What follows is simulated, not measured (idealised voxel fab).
process module | voxel local oxidation
cross-section cut | 145 nm wide | cells 5 nm
A cross-section is a grid of square cells, given in bands from the top down. A band is one or more rows of cells.
Each band's line starts with the height of the band's top and of its bottom, in nm. Then come its materials from left to right, each with its width in nm. One material with "throughout" fills the band from edge to edge. "air" is empty space.
Height 0 is the level under which the wafer as received is all one material. The lowest band goes on downwards, as in "0 down".
A width such as "30 to 40" changes by the same amount from each row of cells to the next, from the band's top row to its bottom row.
"no change" after a step means that no cell of the cross-section changed.
closed voids: empty space of 8 cells or more with no open way to the top, each as width x height at its distance from the left edge, in nm
after a step's settings: what the simulator itself notes on the step
overlay nm, on a step with a mask: how far to the right of its planned place the mask lay; to the left if negative
plan
1 op RECEIVE | material Si
2 op CONFORMAL_DEP | material SiO2 | thk nm 5
3 op CONFORMAL_DEP | material SiN | thk nm 10
4 op PATTERN | tone cover | mask id ACTIVE | material resist | width nm 100 | thk nm 20 | overlay nm 0
5 op DIRECTIONAL_ETCH | etch materials SiN | depth nm 10
6 op STRIP | etch materials resist
7 op SELECTIVE_ETCH | etch materials SiO2 | depth nm 5
8 op OXIDIZE | depth nm 15
9 op STRIP | etch materials SiN
as received, after step 1
  0 down: Si throughout
  closed voids: none
first wafer at the end, as planned
  5 to 0: air 25 | SiO2 90 | air 30
  0 to -15: SiO2 40 | Si 60 | SiO2 45
  -15 down: Si throughout
  closed voids: none
second wafer at the end: like start, like plan, one mistake
  0 to -15: air 40 | Si 60 | air 45
  -15 down: Si throughout
  closed voids: none
what went wrong: step 9 ran as: op STRIP | etch materials SiO2
at the end the second wafer has, in cells: 69 fewer of SiO2
